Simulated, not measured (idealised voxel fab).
Herein follows the process module entitled voxel ribs on slabs.
Section shown: cut. Width: 295 nm. Cell size: 5 nm, square.
In this document a cross-section is written as a grid of square cells. It is given as a series of bands, listed from the top down, and a band is one or more rows of cells. Band: top height; bottom height; in nm. Then, left to right: material with width in nm, for each material. "full width": a single material spanning edge to edge. "air": empty space. Heights are expressed relative to 0, this being the level below which the as-received wafer comprises one material exclusively. The lowest band is unbounded in the downward direction and is denoted as in "0..down". The notation "30->40" denotes a width that varies across the rows of cells in the band, beginning at the first number in the top row, finishing at the second number in the bottom row, and changing by an identical amount from each row to the next. When a step is marked "no alteration", none of the cells in the cross-section changed during that step. Look at "Sealed void inventory" for the closed voids: empty spaces with no open path to the top, sized 8 cells or up. Each is width x height at distance, distance from the left edge, all nm. Step line, after settings: the simulator's comment on this step. Each step line may optionally specify "overlay nm", which for a step with a mask gives the rightward distance between the mask's planned place and where it lay, a negative value indicating the leftward direction.

### The process steps that were planned are listed below
- 1: RECEIVE with material Si
- 2: DIRECTIONAL_DEP with material SiO2, thk nm 30
- 3: DIRECTIONAL_DEP with material polySi, thk nm 25
- 4: PATTERN with tone cover, mask id RIB, material resist, width nm 30, thk nm 20, overlay nm 0
- 5: DIRECTIONAL_ETCH with etch materials polySi, depth nm 15
- 6: STRIP with etch materials resist
- 7: MASKED_ETCH with tone cover, mask id SLAB, width nm 60, etch materials polySi, depth nm 10, overlay nm 0
- 8: FILL_DEP with material SiO2, thk nm 30
- 9: CMP with height nm 75
- 10: DIRECTIONAL_DEP with material W, thk nm 5
- 11: DIRECTIONAL_DEP with material aC, thk nm 10
- 12: PATTERN with tone cover, mask id HEATER, material resist, width nm 40, thk nm 25, overlay nm 0
- 13: DIRECTIONAL_ETCH with etch materials aC, depth nm 10
- 14: STRIP with etch materials resist
- 15: DIRECTIONAL_ETCH with etch materials W, depth nm 5
- 16: STRIP with etch materials aC
- 17: CONFORMAL_DEP with material SiO2, thk nm 10

### This is the cross-section of the wafer as we received it, i.e. after step 1
- 0..down  Si full width
- Sealed void inventory: none

### The first of two wafers, cross-sectioned at the end of the module, with the run proceeding as planned
- 90..85  115 of air, then 60 of SiO2, then 120 of air
- 85..80  SiO2 full width
- 80..75  125 of SiO2, then 40 of W, then 130 of SiO2
- 75..55  SiO2 full width
- 55..40  130 of SiO2, then 30 of polySi, then 135 of SiO2
- 40..30  115 of SiO2, then 60 of polySi, then 120 of SiO2
- 30..0  SiO2 full width
- 0..down  Si full width
- Sealed void inventory: none

### Cross-section, second wafer: same start as the first, same plan as the first, one mistake in running it; taken at the end of the module
- 90..85  115 of air, then 60 of SiO2, then 120 of air
- 85..80  SiO2 full width
- 80..75  125 of SiO2, then 40 of W, then 130 of SiO2
- 75..30  polySi full width
- 30..0  SiO2 full width
- 0..down  Si full width
- Sealed void inventory: none
Which mistake was made when the wafer was run? for step 8, the planned setting was not used; the step was instead run as FILL_DEP with material polySi, thk nm 30
The second wafer ends with more or fewer cells of some materials than the first, per final count: -489 SiO2; +489 polySi
